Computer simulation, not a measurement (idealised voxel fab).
process module | voxel ribs on slabs
cross-section cut | 275 nm wide | cells 5 nm
If you're reading a cross-section in this doc, picture square cells in a grid; it comes to you as bands, top ones listed first down to the bottom, and a band can be one or more rows of cells. Basically the band line says how high the top is and how high the bottom is, in nm, and then what's in it from left to right, every material with its width in nm. Empty space shows up as "blank", and if a single material carries "full width" it runs the full band edge to edge. Zero point of the height axis is 0; under it, received wafer = one material. Lowest band: continues down indefinitely, "0 nm and below". When a width is written as two numbers, as in "30 to 40", the first number is the width in the top row of cells of the band and the second is the width in its bottom row, and the width changes by the same amount from each row to the next. A step reported as "nothing altered" is a step in which no cell of the cross-section changed. "Catalogued sealed voids" means: voids of 8 cells or more that are shut off from the top with no open way through. Written width x height at distance, distance from the left edge, in nm. after a step's settings: what the simulator itself notes on the step. What "overlay nm" on a step's line means: if the step has a mask, that mask lay this far to the right of its planned place, or, when the value is negative, to the left.

### Here's what the planned process steps look like
- 1: RECEIVE (material Si)
- 2: DIRECTIONAL_DEP (material SiO2; thk nm 20)
- 3: DIRECTIONAL_DEP (material SiN; thk nm 20)
- 4: MASKED_ETCH (tone cover; mask id RIB; width nm 25; etch materials SiN; depth nm 10; overlay nm 0)
- 5: MASKED_ETCH (tone cover; mask id SLAB; width nm 55; etch materials SiN; depth nm 10; overlay nm 0)
- 6: FILL_DEP (material SiO2; thk nm 25)
- 7: CMP (height nm 60)
- 8: DIRECTIONAL_DEP (material TiN; thk nm 5)
- 9: PATTERN (tone cover; mask id HEATER; material resist; width nm 35; thk nm 20; overlay nm 0)
- 10: DIRECTIONAL_ETCH (etch materials TiN; depth nm 5)
- 11: STRIP (etch materials resist)
- 12: CONFORMAL_DEP (material SiN; thk nm 10)

### Cross-section: wafer on arrival = after step 1
  0 nm and below  Si full width
  Catalogued sealed voids: none

### The first of two wafers, cross-sectioned at the end of the module, with the run proceeding as planned
  75 nm to 70 nm  110 of blank  55 of SiN  110 of blank
  70 nm to 65 nm  SiN full width
  65 nm to 60 nm  120 of SiN  35 of TiN  120 of SiN
  60 nm to 40 nm  SiO2 full width
  40 nm to 30 nm  125 of SiO2  25 of SiN  125 of SiO2
  30 nm to 20 nm  110 of SiO2  55 of SiN  110 of SiO2
  20 nm to 0 nm  SiO2 full width
  0 nm and below  Si full width
  Catalogued sealed voids: none

### Cross-section, second wafer: same start as the first, same plan as the first, one mistake in running it; taken at the end of the module
  75 nm to 70 nm  110 of blank  55 of SiN  110 of blank
  70 nm to 65 nm  SiN full width
  65 nm to 60 nm  120 of SiN  35 of TiN  120 of SiN
  60 nm to 20 nm  SiO2 full width
  20 nm to 0 nm  SiN full width
  0 nm and below  Si full width
  Catalogued sealed voids: none
Deviation noted in wafer processing: order of steps 2 and 3 inverted relative to the plan
End check, counted in cells, second wafer has more or fewer of these materials than the first: SiN +188 | SiO2 -188
